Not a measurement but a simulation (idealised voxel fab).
process module | voxel air gaps
Shown is cross-section cut, with a width of 285 nm and square cells of size 5 nm.
Notation: cross-section as square-cell grid; stated in bands, top first, going down; one or more cell rows per band. Each band's line starts with the height of the band's top and of its bottom, in nm. Then come its materials from left to right, each with its width in nm. One material with "all across" fills the band from edge to edge. "blank" is empty space. Where do heights start? At 0: under that level the wafer as delivered is made of one material only. And the lowest band has no floor; it just carries on downward, as in "top 0, no bottom". So if you see something like "30..40" for the width, read it as the top row of the band sitting at the first number and the bottom row at the second, with every row in between moving by the same amount as the last. The designation "left unchanged", where it is given for a processing step, indicates that no cell of the cross-section was altered in the course of that step. "Unvented cavities": sealed empty spaces, 8 cells or more, no open way to top, listed width x height at distance, with distance from the left edge and width, height and distance in nm. The remark found on a step's line after its settings is issued by the simulator itself and pertains to that step. For masked steps, "overlay nm" on the step line gives how far right of plan the mask actually lay; a minus sign means it lay to the left.
Planned step list for the process
| 1 | RECEIVE with material Si |
| 2 | CONFORMAL_DEP with material SiO2, thk nm 10 |
| 3 | CONFORMAL_DEP with material SiCN, thk nm 5 |
| 4 | DIRECTIONAL_DEP with material SiO2, thk nm 40 |
| 5 | MASKED_ETCH with tone open, mask id LINES, width nm 25, pitch nm 50, etch materials SiO2, depth nm 40, overlay nm -15 |
| 6 | CONFORMAL_DEP with material TiN, thk nm 5 |
| 7 | FILL_DEP with material W, thk nm 10 |
| 8 | CMP with height nm 55 |
| 9 | EPI with material Ru, thk nm 10 |
| 10 | SELECTIVE_ETCH with etch materials SiO2, depth nm 50 |
| 11 | CONFORMAL_DEP with material SiCN, thk nm 5 |
Split variable: overlay nm, step 5. Plan value = first wafer. Wafers start alike.
First of several wafers, received after step 1, in cross-section
top 0, no bottom = Si all across
Unvented cavities: none
wafer rows; end of module; cells per material since receipt: (+) gained, (-) lost; then closed voids
overlay nm -15, +54 Ru, +190 SiCN, +114 SiO2, +57 TiN, +63 W, Unvented cavities: 15 x 30 at 95; 15 x 30 at 145
overlay nm -10, +54 Ru, +190 SiCN, +114 SiO2, +57 TiN, +63 W, Unvented cavities: 15 x 30 at 100; 15 x 30 at 150
overlay nm -5, +54 Ru, +190 SiCN, +114 SiO2, +57 TiN, +63 W, Unvented cavities: 15 x 30 at 105; 15 x 30 at 155
overlay nm 0, +54 Ru, +190 SiCN, +114 SiO2, +57 TiN, +63 W, Unvented cavities: 15 x 30 at 110; 15 x 30 at 160
overlay nm 5, +54 Ru, +190 SiCN, +114 SiO2, +57 TiN, +63 W, Unvented cavities: 15 x 30 at 115; 15 x 30 at 165
overlay nm 10, +54 Ru, +190 SiCN, +114 SiO2, +57 TiN, +63 W, Unvented cavities: 15 x 30 at 120; 15 x 30 at 170
overlay nm 15, +54 Ru, +190 SiCN, +114 SiO2, +57 TiN, +63 W, Unvented cavities: 15 x 30 at 125; 15 x 30 at 175
